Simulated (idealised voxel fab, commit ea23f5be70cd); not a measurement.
process module | voxel transistor to metal
cross-section cut | 210 nm wide | cells 5 nm
A cross-section is a grid of square cells, given in bands from the top down. A band is one or more rows of cells.
Each band's line starts with the height of the band's top and of its bottom, in nm. Then come its materials from left to right, each with its width in nm. One material with "throughout" fills the band from edge to edge. "air" is empty space.
Height 0 is the level under which the wafer as received is all one material. The lowest band goes on downwards, as in "0 down".
A width such as "30 to 40" changes by the same amount from each row of cells to the next, from the band's top row to its bottom row.
"no change" after a step means that no cell of the cross-section changed.
closed voids: empty space of 8 cells or more with no open way to the top, each as width x height at its distance from the left edge, in nm
after a step's settings: what the simulator itself notes on the step
overlay nm, on a step with a mask: how far to the right of its planned place the mask lay; to the left if negative
plan
1 op RECEIVE | material Si
2 op CONFORMAL_DEP | material SiO2 | thk nm 5
3 op CONFORMAL_DEP | material SiN | thk nm 15
4 op MASKED_ETCH | tone cover | mask id ACTIVE | width nm 120 | etch materials SiN | depth nm 15 | overlay nm 0
5 op MASKED_ETCH | tone cover | mask id ACTIVE | width nm 120 | etch materials SiO2 | depth nm 5 | overlay nm 0
6 op MASKED_ETCH | tone cover | mask id ACTIVE | width nm 120 | etch materials Si | depth nm 35 | overlay nm 0
7 op FILL_DEP | material SiO2 | thk nm 10
8 op CMP | height nm 20
9 op SELECTIVE_ETCH | etch materials SiO2 | depth nm 5
10 op STRIP | etch materials SiN
11 op SELECTIVE_ETCH | etch materials SiO2 | depth nm 5
12 op OXIDIZE | depth nm 5
13 op DIRECTIONAL_DEP | material polySi | thk nm 25
14 op DIRECTIONAL_DEP | material SiCN | thk nm 15
15 op MASKED_ETCH | tone cover | mask id GATE | width nm 30 | etch materials SiCN | depth nm 25 | overlay nm 0
16 op MASKED_ETCH | tone cover | mask id GATE | width nm 30 | etch materials polySi | depth nm 35 | overlay nm 0
17 op CONFORMAL_DEP | material SiN | thk nm 10
18 op DIRECTIONAL_ETCH | etch materials SiN | depth nm 10
19 op DIRECTIONAL_ETCH | etch materials SiO2 | depth nm 5
20 op EPI | material SiGe | thk nm 5
21 op FILL_DEP | material SiO2 | thk nm 10
22 op CMP | height nm 25
23 op STRIP | etch materials polySi
24 op SELECTIVE_ETCH | etch materials SiO2 | depth nm 5
25 op CONFORMAL_DEP | material HfO2 | thk nm 5
26 op CONFORMAL_DEP | material TiN | thk nm 5
27 op FILL_DEP | material W | thk nm 10
28 op CMP | height nm 20
29 op DIRECTIONAL_DEP | material SiO2 | thk nm 15
30 op PATTERN | tone open | mask id CONTACT | material resist | width nm 15 | pitch nm 85 | thk nm 15 | overlay nm 0
31 op DIRECTIONAL_ETCH | etch materials SiO2 | depth nm 35
32 op STRIP | etch materials resist
33 op CONFORMAL_DEP | material TiN | thk nm 5
34 op FILL_DEP | material W | thk nm 5
35 op CMP | height nm 35
36 op CONFORMAL_DEP | material SiCN | thk nm 5
37 op DIRECTIONAL_DEP | material SiO2 | thk nm 15
38 op MASKED_ETCH | tone open | mask id METAL_1 | width nm 15 | pitch nm 85 | etch materials SiO2 | depth nm 15 | overlay nm 0
39 op MASKED_ETCH | tone open | mask id METAL_1 | width nm 15 | pitch nm 85 | etch materials SiCN | depth nm 5 | overlay nm 0
40 op CONFORMAL_DEP | material TiN | thk nm 5
41 op FILL_DEP | material Cu | thk nm 10
42 op CMP | height nm 55
43 op CONFORMAL_DEP | material SiCN | thk nm 5
44 op DIRECTIONAL_DEP | material SiO2 | thk nm 30
45 op DIRECTIONAL_DEP | material aC | thk nm 15
46 op PATTERN | tone open | mask id METAL_2 | material resist | width nm 15 | pitch nm 85 | thk nm 35 | overlay nm 0
47 op DIRECTIONAL_ETCH | etch materials aC | depth nm 15
48 op STRIP | etch materials resist
49 op DIRECTIONAL_ETCH | etch materials SiO2 | depth nm 15
50 op STRIP | etch materials aC
51 op PATTERN | tone open | mask id METAL_2_HOLES | material resist | width nm 15 | pitch nm 85 | thk nm 20 | overlay nm 0
52 op DIRECTIONAL_ETCH | etch materials SiO2 | depth nm 15
53 op DIRECTIONAL_ETCH | etch materials SiCN | depth nm 5
54 op STRIP | etch materials resist
55 op CONFORMAL_DEP | material TiN | thk nm 5
56 op FILL_DEP | material Cu | thk nm 10
57 op CMP | height nm 90
58 op CONFORMAL_DEP | material SiN | thk nm 5
as received, after step 1
  0 down: Si throughout
  closed voids: none
first wafer at the end, as planned
  95 to 90: SiN throughout
  90 to 60: SiO2 55 | TiN 5 | Cu 5 | TiN 5 | SiO2 70 | TiN 5 | Cu 5 | TiN 5 | SiO2 55
  60 to 55: SiCN 55 | TiN 15 | SiCN 70 | TiN 15 | SiCN 55
  55 to 40: SiO2 55 | TiN 5 | Cu 5 | TiN 5 | SiO2 70 | TiN 5 | Cu 5 | TiN 5 | SiO2 55
  40 to 35: SiCN 55 | TiN 15 | SiCN 70 | TiN 15 | SiCN 55
  35 to 20: SiO2 55 | TiN 5 | W 5 | TiN 5 | SiO2 70 | TiN 5 | W 5 | TiN 5 | SiO2 55
  20 to 10: SiO2 55 | TiN 5 | W 5 | TiN 5 | SiO2 10 | SiN 10 | HfO2 5 | TiN 5 | W 10 | TiN 5 | HfO2 5 | SiN 10 | SiO2 10 | TiN 5 | W 5 | TiN 5 | SiO2 55
  10 to 5: SiO2 40 | SiN 10 | SiO2 5 | TiN 5 | W 5 | TiN 5 | SiO2 10 | SiN 10 | HfO2 5 | TiN 5 | W 10 | TiN 5 | HfO2 5 | SiN 10 | SiO2 10 | TiN 5 | W 5 | TiN 5 | SiO2 5 | SiN 10 | SiO2 40
  5 to 0: SiO2 40 | SiN 10 | SiO2 5 | TiN 15 | SiO2 10 | SiN 10 | HfO2 5 | TiN 20 | HfO2 5 | SiN 10 | SiO2 10 | TiN 15 | SiO2 5 | SiN 10 | SiO2 40
  0 to -5: SiO2 50 | SiGe 30 | SiO2 5 | HfO2 40 | SiO2 5 | SiGe 30 | SiO2 50
  -5 to -35: SiO2 45 | Si 120 | SiO2 45
  -35 down: Si throughout
  closed voids: none
second wafer at the end: like start, like plan, one mistake
  95 to 90: SiN throughout
  90 to 60: SiO2 55 | TiN 5 | Cu 5 | TiN 5 | SiO2 70 | TiN 5 | Cu 5 | TiN 5 | SiO2 55
  60 to 55: SiCN 55 | TiN 15 | SiCN 70 | TiN 15 | SiCN 55
  55 to 40: SiO2 55 | TiN 5 | Cu 5 | TiN 5 | SiO2 70 | TiN 5 | Cu 5 | TiN 5 | SiO2 55
  40 to 35: SiCN 55 | TiN 15 | SiCN 70 | TiN 15 | SiCN 55
  35 to 20: SiO2 55 | TiN 5 | W 5 | TiN 5 | SiO2 70 | TiN 5 | W 5 | TiN 5 | SiO2 55
  20 to 10: SiO2 55 | TiN 5 | W 5 | TiN 5 | SiO2 10 | SiN 10 | HfO2 5 | TiN 5 | W 10 | TiN 5 | HfO2 5 | SiN 10 | SiO2 10 | TiN 5 | W 5 | TiN 5 | SiO2 55
  10 to 5: SiO2 35 | SiN 10 | SiO2 10 | TiN 5 | W 5 | TiN 5 | SiO2 10 | SiN 10 | HfO2 5 | TiN 5 | W 10 | TiN 5 | HfO2 5 | SiN 10 | SiO2 10 | TiN 5 | W 5 | TiN 5 | SiO2 10 | SiN 10 | SiO2 35
  5 to 0: SiO2 35 | SiN 10 | SiO2 10 | TiN 15 | SiO2 10 | SiN 10 | HfO2 5 | TiN 20 | HfO2 5 | SiN 10 | SiO2 10 | TiN 15 | SiO2 10 | SiN 10 | SiO2 35
  0 to -5: SiO2 45 | SiGe 35 | SiO2 5 | HfO2 40 | SiO2 5 | SiGe 35 | SiO2 45
  -5 to -35: SiO2 40 | Si 130 | SiO2 40
  -35 down: Si throughout
  closed voids: none
what went wrong: step 4 ran as: op MASKED_ETCH | tone cover | mask id ACTIVE | width nm 130 | etch materials SiN | depth nm 15 | overlay nm 0
at the end the second wafer has, in cells: 12 more of Si | 2 more of SiGe | 14 fewer of SiO2
